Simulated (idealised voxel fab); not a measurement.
process module | voxel released beams
cross-section cut | 170 nm wide | cells 5 nm
A cross-section is a grid of square cells, given in bands from the top down. A band is one or more rows of cells.
Each band's line starts with the height of the band's top and of its bottom, in nm. Then come its materials from left to right, each with its width in nm. One material with "throughout" fills the band from edge to edge. "air" is empty space.
Height 0 is the level under which the wafer as received is all one material. The lowest band goes on downwards, as in "0 down".
A width such as "30 to 40" changes by the same amount from each row of cells to the next, from the band's top row to its bottom row.
"no change" after a step means that no cell of the cross-section changed.
closed voids: empty space of 8 cells or more with no open way to the top, each as width x height at its distance from the left edge, in nm
after a step's settings: what the simulator itself notes on the step
overlay nm, on a step with a mask: how far to the right of its planned place the mask lay; to the left if negative
plan
1 op RECEIVE | material Si
2 op CONFORMAL_DEP | material Al2O3 | thk nm 5
3 op DIRECTIONAL_DEP | material SiO2 | thk nm 20
4 op PATTERN | tone open | mask id ANCHOR | material resist | width nm 40 | thk nm 20 | overlay nm 0
5 op DIRECTIONAL_ETCH | etch materials SiO2 | depth nm 20
6 op STRIP | etch materials resist
7 op CONFORMAL_DEP | material SiN | thk nm 15
8 op MASKED_ETCH | tone cover | mask id BEAM | width nm 85 | etch materials SiN | depth nm 15 | overlay nm 0
9 op STRIP | etch materials SiO2
as received, after step 1
  0 down: Si throughout
  closed voids: none
a wafer at the end: this start, this plan, one mistake
  55 to 40: air 40 | SiN 85 | air 45
  40 to 25: SiN throughout
  25 to 5: SiO2 45 | SiN 40 | SiO2 85
  5 to 0: Al2O3 throughout
  0 down: Si throughout
  closed voids: none
what went wrong: step 7 was run twice
